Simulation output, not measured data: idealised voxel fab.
process module | voxel air gaps
cross-section cut | 215 nm wide | cells 5 nm
A cross-section is a grid of square cells, given in bands from the top down. A band is one or more rows of cells.
Each band's line starts with the height of the band's top and of its bottom, in nm. Then come its materials from left to right, each with its width in nm. One material with "throughout" fills the band from edge to edge. "air" is empty space.
Height 0 is the level under which the wafer as received is all one material. The lowest band goes on downwards, as in "0 down".
A width such as "30 to 40" changes by the same amount from each row of cells to the next, from the band's top row to its bottom row.
"no change" after a step means that no cell of the cross-section changed.
closed voids: empty space of 8 cells or more with no open way to the top, each as width x height at its distance from the left edge, in nm
after a step's settings: what the simulator itself notes on the step
overlay nm, on a step with a mask: how far to the right of its planned place the mask lay; to the left if negative
plan
1 op RECEIVE | material Si
2 op CONFORMAL_DEP | material SiO2 | thk nm 15
3 op CONFORMAL_DEP | material SiCN | thk nm 5
4 op DIRECTIONAL_DEP | material SiO2 | thk nm 35
5 op DIRECTIONAL_DEP | material aC | thk nm 15
6 op PATTERN | tone open | mask id LINES | material resist | width nm 25 | pitch nm 50 | thk nm 30 | overlay nm 0
7 op DIRECTIONAL_ETCH | etch materials aC | depth nm 15
8 op STRIP | etch materials resist
9 op DIRECTIONAL_ETCH | etch materials SiO2 | depth nm 35
10 op STRIP | etch materials aC
11 op CONFORMAL_DEP | material TiN | thk nm 5
12 op FILL_DEP | material W | thk nm 5
13 op CMP | height nm 55
14 op EPI | material Ru | thk nm 10
15 op SELECTIVE_ETCH | etch materials SiO2 | depth nm 45
16 op CONFORMAL_DEP | material SiCN | thk nm 5
as received, after step 1
  0 down: Si throughout
  closed voids: none
a wafer at the end: this start, this plan, one mistake
  70 to 65: SiCN throughout
  65 to 55: Ru throughout
  55 to 50: TiN 50 | W 15 | TiN 35 | W 15 | TiN 35 | W 15 | TiN 50
  50 to 20: SiO2 45 | TiN 5 | W 15 | TiN 5 | SiO2 25 | TiN 5 | W 15 | TiN 5 | SiO2 25 | TiN 5 | W 15 | TiN 5 | SiO2 45
  20 to 15: SiO2 45 | TiN 25 | SiO2 25 | TiN 25 | SiO2 25 | TiN 25 | SiO2 45
  15 to 0: SiO2 throughout
  0 down: Si throughout
  closed voids: none
what went wrong: step 3 was left out
